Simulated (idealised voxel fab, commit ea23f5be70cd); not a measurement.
The process module that follows is named voxel local oxidation.
Each square cell in cross-section cut measures 5 nm, and the section as a whole is 175 nm wide.
How to read a cross-section here: the picture is a grid of square cells, written as bands going from the top down, and any band can span one or more rows of cells. A band entry consists of two parts. The first gives the height of the band's top and the height of its bottom, in nm. The rest lists the band's materials from left to right, each with its width in nm. A single material labelled with the word "all across" fills the band from edge to edge, and the word "blank" marks empty space. Heights are expressed relative to 0, this being the level below which the as-received wafer comprises one material exclusively. The lowest band is unbounded in the downward direction and is denoted as in "0 and below". So if you see something like "30..40" for the width, read it as the top row of the band sitting at the first number and the bottom row at the second, with every row in between moving by the same amount as the last. "everything unchanged" -> step changed no cross-section cell. If an empty space has no open way to the top and is at least 8 cells in size, "Enclosed void listing" lists it, written width x height at distance, where distance is measured from the left edge and every value is in nm. Past the settings on a step's line: simulator remark, on that step. overlay nm: right-of-plan distance of the mask on a masked step; negative values mean left-of-plan.
# plan
1,RECEIVE | material Si
2,OXIDIZE | depth nm 5
3,CONFORMAL_DEP | material SiN | thk nm 15
4,PATTERN | tone cover | mask id ACTIVE | material resist | width nm 100 | thk nm 15 | overlay nm 0
5,DIRECTIONAL_ETCH | etch materials SiN | depth nm 15
6,STRIP | etch materials resist
7,SELECTIVE_ETCH | etch materials SiO2 | depth nm 5
8,OXIDIZE | depth nm 10
9,STRIP | etch materials SiN
# Wafer cross-section on receipt, i.e. after step 1
0 and below | Si all across
Enclosed void listing: none
# Result of the module, cross-sectioned: start per above, plan per above, one error in how it was run
10 down to -5 | SiO2 all across
-5 and below | Si all across
Enclosed void listing: none
what went wrong: step 3, actual vs plan mismatch, actual run CONFORMAL_DEP | material SiO2 | thk nm 15
